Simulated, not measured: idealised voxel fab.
Process module name: voxel released beams
Cross-sectional view cut (width: 145 nm; square cell size: 5 nm).
Think of the cross-section as a grid of square cells. We describe it in bands, top to bottom, and each band covers one or more rows of those cells.
Heads up on the band format: heights come first, top then bottom, in nm. After that it's the materials left to right, each with its width in nm. A single material flagged "everywhere" fills the whole band edge to edge, and "empty" means there's empty space there.
Heights are expressed relative to 0, this being the level below which the as-received wafer comprises one material exclusively. The lowest band is unbounded in the downward direction and is denoted as in "top 0, no bottom".
The notation "30->40" denotes a width that varies across the rows of cells in the band, beginning at the first number in the top row, finishing at the second number in the bottom row, and changing by an identical amount from each row to the next.
Step marked "nothing changed"? Then no cell in the cross-section changed in it.
Basically, "Voids, sealed" tells you about the enclosed voids: empty spaces with no open way to the top, 8 cells or bigger, each written width x height at distance, where distance is from the left edge, all in nm.
Whatever follows a step's settings on its line is a remark the simulator itself makes about that step.
overlay nm, on a step with a mask: how far to the right of its planned place the mask lay; to the left if negative

### Here's what the planned process steps look like
- 1: RECEIVE, material Si
- 2: CONFORMAL_DEP, material Al2O3, thk nm 10
- 3: DIRECTIONAL_DEP, material SiO2, thk nm 20
- 4: DIRECTIONAL_DEP, material aC, thk nm 15
- 5: PATTERN, tone open, mask id ANCHOR, material resist, width nm 25, thk nm 30, overlay nm 0
- 6: DIRECTIONAL_ETCH, etch materials aC, depth nm 15
- 7: STRIP, etch materials resist
- 8: DIRECTIONAL_ETCH, etch materials SiO2, depth nm 20
- 9: STRIP, etch materials aC
- 10: CONFORMAL_DEP, material SiN, thk nm 10
- 11: PATTERN, tone cover, mask id BEAM, material resist, width nm 80, thk nm 15, overlay nm 0
- 12: DIRECTIONAL_ETCH, etch materials SiN, depth nm 10
- 13: STRIP, etch materials resist
- 14: STRIP, etch materials SiO2

### Cross-section, incoming material, after step 1
top 0, no bottom = Si everywhere
Voids, sealed: none

### The plan above was carried out on the starting structure above with one mistake, and this cross-section shows the wafer at the end of the module
top 40, bottom 30 = empty 30, then SiN 40, then empty 75
top 30, bottom 20 = empty 25, then SiN 10, then SiO2 25, then SiN 10, then empty 75
top 20, bottom 10 = empty 25, then SiN 10, then SiO2 25, then SiN 50, then empty 35
top 10, bottom 0 = Al2O3 everywhere
top 0, no bottom = Si everywhere
Voids, sealed: none
Here's what went sideways: it should be noted that step 5 was executed with settings other than those planned, the operation and settings actually applied being PATTERN, tone cover, mask id ANCHOR, material resist, width nm 25, thk nm 30, overlay nm 0
